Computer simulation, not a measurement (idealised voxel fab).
Process module in this document: voxel self aligned vias
Displayed cross-section: cut, width of 170 nm, square cells sized 5 nm.
Bands, listed from the top down, are how a cross-section gets written in this document; the cross-section itself is a grid of square cells, and a band is one or more rows of them.
Band: top height; bottom height; in nm. Then, left to right: material with width in nm, for each material. "all across": a single material spanning edge to edge. "air": empty space.
It should be noted that heights are counted from 0, beneath which the wafer as supplied is of one material throughout, and that the lowest band possesses no lower boundary but continues downward, as written in "top 0, no bottom".
Width spec "30..40" -> top row of cells at first value, bottom row at second value, equal per-row change in between.
Take "identical to before" at face value: in the step it is given for, the cross-section changed in none of its cells.
Look at "Fully enclosed voids" for the closed voids: empty spaces with no open path to the top, sized 8 cells or up. Each is width x height at distance, distance from the left edge, all nm.
The remark found on a step's line after its settings is issued by the simulator itself and pertains to that step.
overlay nm: how far to the right of its planned place the mask lay on this masked step (negative: to the left).
[The process steps that were planned are listed below]
1: RECEIVE [material Si]
2: CONFORMAL_DEP [material SiO2] [thk nm 15]
3: CONFORMAL_DEP [material SiCN] [thk nm 5]
4: DIRECTIONAL_DEP [material lowk] [thk nm 20]
5: PATTERN [tone open] [mask id LINES] [material resist] [width nm 15] [pitch nm 55] [thk nm 20] [overlay nm 0]
6: DIRECTIONAL_ETCH [etch materials lowk] [depth nm 20]
7: STRIP [etch materials resist]
8: CONFORMAL_DEP [material TiN] [thk nm 5]
9: FILL_DEP [material Ru] [thk nm 5]
10: CMP [height nm 40]
11: SELECTIVE_ETCH [etch materials W Ru TiN] [depth nm 10]
12: FILL_DEP [material SiN] [thk nm 10]
13: CMP [height nm 40]
14: DIRECTIONAL_DEP [material lowk] [thk nm 20]
15: MASKED_ETCH [tone open] [mask id VIAS] [width nm 30] [pitch nm 110] [etch materials lowk] [depth nm 20] [overlay nm 0]
16: MASKED_ETCH [tone open] [mask id VIAS] [width nm 30] [pitch nm 110] [etch materials SiN] [depth nm 10] [overlay nm 0]
17: CONFORMAL_DEP [material TiN] [thk nm 5]
18: FILL_DEP [material Ru] [thk nm 10]
19: CMP [height nm 60]
20: CONFORMAL_DEP [material SiN] [thk nm 5]
It is noted that the wafers described herein are identical at the outset and are distinguished by the width nm of step 5; the value stated in the plan corresponds to the first wafer.
[Incoming state of the first of several wafers in cross-section: after step 1]
> top 0, no bottom: Si all across
> Fully enclosed voids: none
[Quick key for the table: a row per wafer, taken at the end of the module. For each material it tells you how many cells the wafer gained (+) or lost (-) since it came in, and the closed voids come after]
width nm 15; +31 Ru; +34 SiCN; +40 SiN; +102 SiO2; +47 TiN; +188 lowk; Fully enclosed voids: none
width nm 20; +38 Ru; +34 SiCN; +42 SiN; +102 SiO2; +50 TiN; +176 lowk; Fully enclosed voids: none
width nm 25; +45 Ru; +34 SiCN; +44 SiN; +102 SiO2; +53 TiN; +164 lowk; Fully enclosed voids: none
width nm 30; +52 Ru; +34 SiCN; +46 SiN; +102 SiO2; +56 TiN; +152 lowk; Fully enclosed voids: none
